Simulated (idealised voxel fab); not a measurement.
Presented below is a process module, voxel self aligned contacts.
FYI the section here is cut, 140 nm wide, cells are 5 nm squares.
A cross-section in this document is a grid of square cells, and it is written down as bands, the top band listed before the ones below it; a band is made up of one or more rows of cells. What a band's entry tells you: where the top is and where the bottom is, as heights in nm, and after that what lies inside, material by material from left to right, each with its width in nm. Empty space is written as the word "blank", and a single material marked with the word "full width" occupies the band from edge to edge. Height 0 is the level under which the wafer as received is all one material. The lowest band goes on downwards, as in "0 nm and below". Width "30..40": first value at the band's top row of cells, second value at its bottom row, equal change from row to row. Take "nothing was modified" at face value: in the step it is given for, the cross-section changed in none of its cells. "Closed void register" specifies each empty space that is not open to the top and that occupies no fewer than 8 cells, using the form width x height at distance, the distance measured from the left edge and all three quantities in nm. Formally, on a step line, whatever follows the settings is a remark that the simulator itself makes on the step. When a step includes a mask, the "overlay nm" setting on its line states how far to the right of its planned place that mask lay, and negative values state how far to the left.
Planned step list for the process
1) RECEIVE: material Si
2) OXIDIZE: depth nm 5
3) DIRECTIONAL_DEP: material polySi, thk nm 25
4) DIRECTIONAL_DEP: material SiN, thk nm 25
5) PATTERN: tone cover, mask id GATE, material resist, width nm 35, pitch nm 75, thk nm 20, overlay nm 0
6) DIRECTIONAL_ETCH: etch materials SiN, depth nm 25
7) DIRECTIONAL_ETCH: etch materials polySi, depth nm 25
8) STRIP: etch materials resist
9) CONFORMAL_DEP: material SiN, thk nm 10
10) DIRECTIONAL_ETCH: etch materials SiN, depth nm 10
11) FILL_DEP: material SiO2, thk nm 10
12) CMP: height nm 55
13) PATTERN: tone open, mask id CONTACT, material resist, width nm 50, thk nm 20, overlay nm 0
14) DIRECTIONAL_ETCH: etch materials SiO2, depth nm 60
15) STRIP: etch materials resist
16) CONFORMAL_DEP: material TiN, thk nm 5
17) FILL_DEP: material W, thk nm 10
18) CMP: height nm 55
19) CONFORMAL_DEP: material SiCN, thk nm 5
Cross-section of the wafer upon arrival, representing the state reached after step 1
* 0 nm and below  Si full width
* Closed void register: none
First of two wafers, end-of-module section, run followed plan
* 60 nm to 55 nm  SiCN full width
* 55 nm to 50 nm  SiO2=45 | TiN=20 | W=10 | TiN=20 | SiO2=45
* 50 nm to 25 nm  SiO2=5 | SiN=55 | TiN=5 | W=10 | TiN=5 | SiN=55 | SiO2=5
* 25 nm to 0 nm  SiO2=5 | SiN=10 | polySi=35 | SiN=10 | TiN=5 | W=10 | TiN=5 | SiN=10 | polySi=35 | SiN=10 | SiO2=5
* 0 nm to -5 nm  SiO2=60 | TiN=20 | SiO2=60
* -5 nm and below  Si full width
* Closed void register: none
What the second wafer looks like in cross-section once the module is done. Its start and its plan matched the first wafer's exactly; what differed was one mistake in how it was run
* 60 nm to 55 nm  SiCN full width
* 55 nm to 50 nm  TiN=45 | SiO2=50 | TiN=45
* 50 nm to 25 nm  TiN=5 | SiN=55 | SiO2=20 | SiN=55 | TiN=5
* 25 nm to 0 nm  TiN=5 | SiN=10 | polySi=35 | SiN=10 | SiO2=20 | SiN=10 | polySi=35 | SiN=10 | TiN=5
* 0 nm to -5 nm  TiN=5 | SiO2=130 | TiN=5
* -5 nm and below  Si full width
* Closed void register: none
Where did the run depart from the plan? step 13 was not run as planned; what actually ran was PATTERN: tone cover, mask id CONTACT, material resist, width nm 50, thk nm 20, overlay nm 0
Final difference in cells, second wafer against first, listed per material as more or fewer: 14 more of SiO2; 8 more of TiN; 22 fewer of W
